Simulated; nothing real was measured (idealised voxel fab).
process module | voxel self aligned vias
cross-section cut | 180 nm wide | cells 5 nm
A cross-section is a grid of square cells, given in bands from the top down. A band is one or more rows of cells.
Each band's line starts with the height of the band's top and of its bottom, in nm. Then come its materials from left to right, each with its width in nm. One material with "throughout" fills the band from edge to edge. "air" is empty space.
Height 0 is the level under which the wafer as received is all one material. The lowest band goes on downwards, as in "0 down".
A width such as "30 to 40" changes by the same amount from each row of cells to the next, from the band's top row to its bottom row.
"no change" after a step means that no cell of the cross-section changed.
closed voids: empty space of 8 cells or more with no open way to the top, each as width x height at its distance from the left edge, in nm
after a step's settings: what the simulator itself notes on the step
overlay nm, on a step with a mask: how far to the right of its planned place the mask lay; to the left if negative
plan
1 op RECEIVE | material Si
2 op CONFORMAL_DEP | material SiO2 | thk nm 10
3 op CONFORMAL_DEP | material SiCN | thk nm 5
4 op DIRECTIONAL_DEP | material lowk | thk nm 20
5 op MASKED_ETCH | tone open | mask id LINES | width nm 25 | pitch nm 65 | etch materials lowk | depth nm 20 | overlay nm 0
6 op CONFORMAL_DEP | material TiN | thk nm 5
7 op FILL_DEP | material W | thk nm 5
8 op CMP | height nm 35
9 op SELECTIVE_ETCH | etch materials W Ru TiN | depth nm 10
10 op FILL_DEP | material SiN | thk nm 5
11 op CMP | height nm 35
12 op DIRECTIONAL_DEP | material lowk | thk nm 15
13 op MASKED_ETCH | tone open | mask id VIAS | width nm 35 | etch materials lowk | depth nm 15 | overlay nm 0
14 op MASKED_ETCH | tone open | mask id VIAS | width nm 35 | etch materials SiN | depth nm 10 | overlay nm 0
15 op CONFORMAL_DEP | material TiN | thk nm 5
16 op FILL_DEP | material W | thk nm 5
17 op CMP | height nm 50
18 op CONFORMAL_DEP | material SiN | thk nm 5
as received, after step 1
  0 down: Si throughout
  closed voids: none
a wafer at the end: this start, this plan, one mistake
  55 to 50: SiN throughout
  50 to 40: lowk 40 | TiN 5 | W 25 | TiN 5 | lowk 105
  40 to 35: lowk 40 | TiN 10 | W 15 | TiN 10 | lowk 105
  35 to 30: lowk 45 | TiN 5 | W 15 | TiN 5 | lowk 40 | SiN 25 | lowk 45
  30 to 25: lowk 45 | TiN 25 | lowk 40 | SiN 25 | lowk 45
  25 to 20: lowk 45 | TiN 5 | W 15 | TiN 5 | lowk 40 | TiN 5 | W 15 | TiN 5 | lowk 45
  20 to 15: lowk 45 | TiN 25 | lowk 40 | TiN 25 | lowk 45
  15 to 10: SiCN throughout
  10 to 0: W throughout
  0 down: Si throughout
  closed voids: none
what went wrong: step 2 ran as: op CONFORMAL_DEP | material W | thk nm 10
